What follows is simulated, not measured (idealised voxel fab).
Process module under the name voxel capacitor over wiring
Cross-section cut: width 300 nm, square cells of 5 nm.
How to read a cross-section here: the picture is a grid of square cells, written as bands going from the top down, and any band can span one or more rows of cells.
A band entry consists of two parts. The first gives the height of the band's top and the height of its bottom, in nm. The rest lists the band's materials from left to right, each with its width in nm. A single material labelled with the word "edge to edge" fills the band from edge to edge, and the word "blank" marks empty space.
Counting heights begins at 0, where everything beneath is, in the wafer as received, one material. The lowest band has no bottom; it goes on downwards, as "top 0, no bottom" shows.
When a width is written as two numbers, as in "30->40", the first number is the width in the top row of cells of the band and the second is the width in its bottom row, and the width changes by the same amount from each row to the next.
A step reported as "nothing different" is a step in which no cell of the cross-section changed.
Empty spaces counting at least 8 cells and having no open way to the top are listed in "Closed void catalog". The notation width x height at distance is used for each, the distance being from the left edge and all three values in nm.
That trailing text on a step's line, after the settings, is the simulator's own remark on the step.
A step line may carry the setting "overlay nm", which, for steps involving a mask, states the distance by which the mask lay to the right of its intended position; negative values denote displacement to the left.

List of planned process steps
1 op RECEIVE | material Si
2 op CONFORMAL_DEP | material SiO2 | thk nm 15
3 op DIRECTIONAL_DEP | material TiN | thk nm 5
4 op DIRECTIONAL_DEP | material Ru | thk nm 15
5 op DIRECTIONAL_DEP | material aC | thk nm 10
6 op PATTERN | tone cover | mask id METAL_1 | material resist | width nm 25 | pitch nm 80 | thk nm 25 | overlay nm 0
7 op DIRECTIONAL_ETCH | etch materials aC | depth nm 10
8 op STRIP | etch materials resist
9 op DIRECTIONAL_ETCH | etch materials Ru | depth nm 15
10 op DIRECTIONAL_ETCH | etch materials TiN | depth nm 5
11 op STRIP | etch materials aC
12 op FILL_DEP | material SiO2 | thk nm 10
13 op CMP | height nm 35
14 op CONFORMAL_DEP | material SiCN | thk nm 5
15 op DIRECTIONAL_DEP | material SiO2 | thk nm 20
16 op MASKED_ETCH | tone open | mask id PLUG_1 | width nm 15 | etch materials SiO2 | depth nm 20 | overlay nm 0
17 op MASKED_ETCH | tone open | mask id PLUG_1 | width nm 15 | etch materials SiCN | depth nm 5 | overlay nm 0
18 op CONFORMAL_DEP | material TiN | thk nm 5
19 op FILL_DEP | material Ru | thk nm 5
20 op CMP | height nm 60
21 op DIRECTIONAL_DEP | material TiN | thk nm 10
22 op DIRECTIONAL_DEP | material Al2O3 | thk nm 5
23 op DIRECTIONAL_DEP | material TiN | thk nm 5
24 op MASKED_ETCH | tone cover | mask id UPPER_PLATE | width nm 60 | etch materials TiN | depth nm 5 | overlay nm 0
25 op MASKED_ETCH | tone cover | mask id UPPER_PLATE | width nm 60 | etch materials Al2O3 | depth nm 5 | overlay nm 0
26 op MASKED_ETCH | tone cover | mask id LOWER_PLATE | width nm 70 | etch materials TiN | depth nm 10 | overlay nm 0
27 op FILL_DEP | material SiO2 | thk nm 15
28 op CMP | height nm 90
29 op DIRECTIONAL_DEP | material aC | thk nm 15
30 op PATTERN | tone open | mask id PLUG_2 | material resist | width nm 15 | thk nm 35 | overlay nm 0
31 op DIRECTIONAL_ETCH | etch materials aC | depth nm 15
32 op STRIP | etch materials resist
33 op DIRECTIONAL_ETCH | etch materials SiO2 | depth nm 10
34 op STRIP | etch materials aC
35 op CONFORMAL_DEP | material TiN | thk nm 5
36 op FILL_DEP | material Ru | thk nm 5
37 op CMP | height nm 90
38 op CONFORMAL_DEP | material SiN | thk nm 5

The first of two wafers, run as planned

As-received wafer cross-section (after step 1)
- top 0, no bottom  Si edge to edge
- Closed void catalog: none

How the wafer stands in section after step 2
- top 15, bottom 0  SiO2 edge to edge
- No changes below 0.

How the wafer stands in section after step 3
- top 20, bottom 15  TiN edge to edge
- No changes below 15.

How the wafer stands in section after step 4
- top 35, bottom 20  Ru edge to edge
- No changes below 20.

How the wafer stands in section after step 5
- top 45, bottom 35  aC edge to edge
- No changes below 35.

How the wafer stands in section after step 6
- top 70, bottom 45  blank (95), resist (25), blank (55), resist (25), blank (100)
- No changes below 45.

How the wafer stands in section after step 7
- top 60, bottom 45  blank (95), resist (25), blank (55), resist (25), blank (100)
- top 45, bottom 35  blank (95), aC (25), blank (55), aC (25), blank (100)
- No changes below 35.

How the wafer stands in section after step 8
- top 45, bottom 35  blank (95), aC (25), blank (55), aC (25), blank (100)
- No changes below 35.

How the wafer stands in section after step 9
- top 45, bottom 35  blank (95), aC (25), blank (55), aC (25), blank (100)
- top 35, bottom 20  blank (95), Ru (25), blank (55), Ru (25), blank (100)
- No changes below 20.

How the wafer stands in section after step 10
- top 45, bottom 35  blank (95), aC (25), blank (55), aC (25), blank (100)
- top 35, bottom 20  blank (95), Ru (25), blank (55), Ru (25), blank (100)
- top 20, bottom 15  blank (95), TiN (25), blank (55), TiN (25), blank (100)
- No changes below 15.

How the wafer stands in section after step 11
- top 35, bottom 20  blank (95), Ru (25), blank (55), Ru (25), blank (100)
- No changes below 20.

How the wafer stands in section after step 12
- top 45, bottom 35  SiO2 edge to edge
- top 35, bottom 20  SiO2 (95), Ru (25), SiO2 (55), Ru (25), SiO2 (100)
- top 20, bottom 15  SiO2 (95), TiN (25), SiO2 (55), TiN (25), SiO2 (100)
- No changes below 15.

How the wafer stands in section after step 13
- top 35, bottom 20  SiO2 (95), Ru (25), SiO2 (55), Ru (25), SiO2 (100)
- No changes below 20.

How the wafer stands in section after step 14
- top 40, bottom 35  SiCN edge to edge
- No changes below 35.

How the wafer stands in section after step 15
- top 60, bottom 40  SiO2 edge to edge
- No changes below 40.

How the wafer stands in section after step 16
- top 60, bottom 40  SiO2 (105), blank (15), SiO2 (180)
- No changes below 40.

How the wafer stands in section after step 17
- top 60, bottom 40  SiO2 (105), blank (15), SiO2 (180)
- top 40, bottom 35  SiCN (105), blank (15), SiCN (180)
- No changes below 35.

How the wafer stands in section after step 18
- top 65, bottom 60  TiN (110), blank (5), TiN (185)
- top 60, bottom 40  SiO2 (105), TiN (5), blank (5), TiN (5), SiO2 (180)
- top 40, bottom 35  SiCN (105), TiN (15), SiCN (180)
- No changes below 35.

How the wafer stands in section after step 19
- top 70, bottom 65  Ru edge to edge
- top 65, bottom 60  TiN (110), Ru (5), TiN (185)
- top 60, bottom 40  SiO2 (105), TiN (5), Ru (5), TiN (5), SiO2 (180)
- No changes below 40.

How the wafer stands in section after step 20
- top 60, bottom 40  SiO2 (105), TiN (5), Ru (5), TiN (5), SiO2 (180)
- No changes below 40.

How the wafer stands in section after step 21
- top 70, bottom 60  TiN edge to edge
- No changes below 60.

How the wafer stands in section after step 22
- top 75, bottom 70  Al2O3 edge to edge
- No changes below 70.

How the wafer stands in section after step 23
- top 80, bottom 75  TiN edge to edge
- No changes below 75.

How the wafer stands in section after step 24
- top 80, bottom 75  blank (105), TiN (60), blank (135)
- No changes below 75.

How the wafer stands in section after step 25
- top 80, bottom 75  blank (105), TiN (60), blank (135)
- top 75, bottom 70  blank (105), Al2O3 (60), blank (135)
- No changes below 70.

How the wafer stands in section after step 26
- top 80, bottom 75  blank (105), TiN (60), blank (135)
- top 75, bottom 70  blank (105), Al2O3 (60), blank (135)
- top 70, bottom 60  blank (100), TiN (70), blank (130)
- No changes below 60.

How the wafer stands in section after step 27
- top 95, bottom 80  SiO2 edge to edge
- top 80, bottom 75  SiO2 (105), TiN (60), SiO2 (135)
- top 75, bottom 70  SiO2 (105), Al2O3 (60), SiO2 (135)
- top 70, bottom 60  SiO2 (100), TiN (70), SiO2 (130)
- No changes below 60.

How the wafer stands in section after step 28
- top 90, bottom 80  SiO2 edge to edge
- No changes below 80.

How the wafer stands in section after step 29
- top 105, bottom 90  aC edge to edge
- No changes below 90.

How the wafer stands in section after step 30
- top 140, bottom 105  resist (115), blank (15), resist (170)
- No changes below 105.

How the wafer stands in section after step 31
- top 125, bottom 105  resist (115), blank (15), resist (170)
- top 105, bottom 90  aC (115), blank (15), aC (170)
- No changes below 90.

How the wafer stands in section after step 32
- top 105, bottom 90  aC (115), blank (15), aC (170)
- No changes below 90.

How the wafer stands in section after step 33
- top 105, bottom 90  aC (115), blank (15), aC (170)
- top 90, bottom 80  SiO2 (115), blank (15), SiO2 (170)
- No changes below 80.

How the wafer stands in section after step 34
- top 90, bottom 80  SiO2 (115), blank (15), SiO2 (170)
- No changes below 80.

How the wafer stands in section after step 35
- top 95, bottom 90  TiN (120), blank (5), TiN (175)
- top 90, bottom 85  SiO2 (115), TiN (5), blank (5), TiN (5), SiO2 (170)
- top 85, bottom 75  SiO2 (115->105), TiN (15->60), SiO2 (170->135)
- No changes below 75.

How the wafer stands in section after step 36
- top 100, bottom 95  Ru edge to edge
- top 95, bottom 90  TiN (120), Ru (5), TiN (175)
- top 90, bottom 85  SiO2 (115), TiN (5), Ru (5), TiN (5), SiO2 (170)
- No changes below 85.

How the wafer stands in section after step 37
- top 90, bottom 85  SiO2 (115), TiN (5), Ru (5), TiN (5), SiO2 (170)
- No changes below 85.

How the wafer stands in section after step 38
- top 95, bottom 90  SiN edge to edge
- No changes below 90.

Notes, second wafer: start = first wafer's, plan = first wafer's, execution had one mistake; history identical to first through step 34

What the second wafer looks like in cross-section when step 35 should have wrapped up
- top 95, bottom 90  aC (120), blank (5), aC (175)
- top 90, bottom 85  SiO2 (115), aC (5), blank (5), aC (5), SiO2 (170)
- top 85, bottom 80  SiO2 (115), aC (15), SiO2 (170)
- No changes below 80.

What the second wafer looks like in cross-section when step 36 should have wrapped up
- top 100, bottom 95  Ru edge to edge
- top 95, bottom 90  aC (120), Ru (5), aC (175)
- top 90, bottom 85  SiO2 (115), aC (5), Ru (5), aC (5), SiO2 (170)
- No changes below 85.

What the second wafer looks like in cross-section when step 37 should have wrapped up
- top 90, bottom 85  SiO2 (115), aC (5), Ru (5), aC (5), SiO2 (170)
- No changes below 85.

What the second wafer looks like in cross-section when step 38 should have wrapped up
- top 95, bottom 90  SiN edge to edge
- No changes below 90.
what went wrong: step 35 was processed under conditions differing from the plan, specifically as op CONFORMAL_DEP | material aC | thk nm 5
Materials where the second wafer ends with more or fewer cells than the first: TiN -5; aC +5
